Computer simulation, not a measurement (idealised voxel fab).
Proc. module: voxel wiring stack
The width of the displayed cross-section, cut, is 275 nm; its cells are square, with a size of 5 nm.
We lay out every cross-section as a grid of square cells and spell it out in bands from the top down, where one band means one or more rows of cells. Each band's line starts with the height of the band's top and of its bottom, in nm. Then come its materials from left to right, each with its width in nm. One material with "all across" fills the band from edge to edge. "air" is empty space. Height is counted from the level 0, under which the received wafer is composed throughout of one material. The lowest of the bands is not closed at the bottom but continues downward, in the notation "from 0 down". The two numbers in a width such as "30 to 40" mark its ends across the band: the first belongs to the top row of cells, the second to the bottom row, and from each row to the next the width moves by the same amount. Where the words "no change occurred" appear for a step, the cross-section shows no cell changed by that step; every cell remained as before. In "Voids lacking openings" the enclosed voids are listed, meaning empty spaces of 8 cells or larger without any opening to the top. The form is width x height at distance, distance from the left edge, units nm. Post-settings text on a step line: simulator's own remark regarding the step. "overlay nm" denotes, for a step that has a mask, the displacement of the mask to the right of its planned place, with negative values corresponding to the left.

## Planned step list for the process
1: RECEIVE with material Si
2: CONFORMAL_DEP with material SiO2, thk nm 15
3: CONFORMAL_DEP with material SiCN, thk nm 5
4: DIRECTIONAL_DEP with material SiO2, thk nm 20
5: DIRECTIONAL_DEP with material aC, thk nm 15
6: PATTERN with tone open, mask id METAL_1, material resist, width nm 30, pitch nm 45, thk nm 30, overlay nm 0
7: DIRECTIONAL_ETCH with etch materials aC, depth nm 15
8: STRIP with etch materials resist
9: DIRECTIONAL_ETCH with etch materials SiO2, depth nm 20
10: DIRECTIONAL_ETCH with etch materials SiCN, depth nm 5
11: STRIP with etch materials aC
12: CONFORMAL_DEP with material TiN, thk nm 5
13: FILL_DEP with material Cu, thk nm 5
14: CMP with height nm 40
15: CONFORMAL_DEP with material SiCN, thk nm 5
16: DIRECTIONAL_DEP with material lowk, thk nm 30
17: PATTERN with tone open, mask id METAL_2, material resist, width nm 30, pitch nm 45, thk nm 15, overlay nm 0
18: DIRECTIONAL_ETCH with etch materials lowk, depth nm 15
19: STRIP with etch materials resist
20: PATTERN with tone open, mask id METAL_2_HOLES, material resist, width nm 15, pitch nm 90, thk nm 20, overlay nm 0
21: DIRECTIONAL_ETCH with etch materials lowk, depth nm 15
22: DIRECTIONAL_ETCH with etch materials SiCN, depth nm 5
23: STRIP with etch materials resist
24: CONFORMAL_DEP with material TiN, thk nm 5
25: FILL_DEP with material Cu, thk nm 5
26: CMP with height nm 75
27: CONFORMAL_DEP with material SiCN, thk nm 5
28: DIRECTIONAL_DEP with material lowk, thk nm 25
29: DIRECTIONAL_DEP with material aC, thk nm 15
30: PATTERN with tone open, mask id METAL_3, material resist, width nm 30, pitch nm 45, thk nm 30, overlay nm 0
31: DIRECTIONAL_ETCH with etch materials aC, depth nm 15
32: STRIP with etch materials resist
33: DIRECTIONAL_ETCH with etch materials lowk, depth nm 15
34: STRIP with etch materials aC
35: DIRECTIONAL_DEP with material aC, thk nm 10
36: PATTERN with tone open, mask id METAL_3_HOLES, material resist, width nm 15, pitch nm 90, thk nm 25, overlay nm 0
37: DIRECTIONAL_ETCH with etch materials aC, depth nm 5
38: STRIP with etch materials resist
39: DIRECTIONAL_ETCH with etch materials lowk, depth nm 10
40: DIRECTIONAL_ETCH with etch materials SiCN, depth nm 5
41: STRIP with etch materials aC
42: CONFORMAL_DEP with material TiN, thk nm 5
43: FILL_DEP with material Cu, thk nm 5
44: CMP with height nm 105
45: CONFORMAL_DEP with material SiCN, thk nm 5
Wafers differ in depth nm at step 37; plan lists the first wafer's value; identical starting state.

## Here's the first of the wafers in cross-section, just as we got it, i.e. after step 1
	from 0 down = Si all across
	Voids lacking openings: none

## Rows = wafers. At module end, each row lists per material the cells gained (+) or lost (-) since the wafer was received, then the closed voids
depth nm 5; +104 Cu; +196 SiCN; +313 SiO2; +118 TiN; +479 lowk; Voids lacking openings: none
depth nm 10; +110 Cu; +190 SiCN; +313 SiO2; +130 TiN; +467 lowk; Voids lacking openings: none
depth nm 15; +110 Cu; +190 SiCN; +313 SiO2; +130 TiN; +467 lowk; Voids lacking openings: none
depth nm 20; +110 Cu; +190 SiCN; +313 SiO2; +130 TiN; +467 lowk; Voids lacking openings: none
depth nm 25; +110 Cu; +190 SiCN; +313 SiO2; +130 TiN; +467 lowk; Voids lacking openings: none
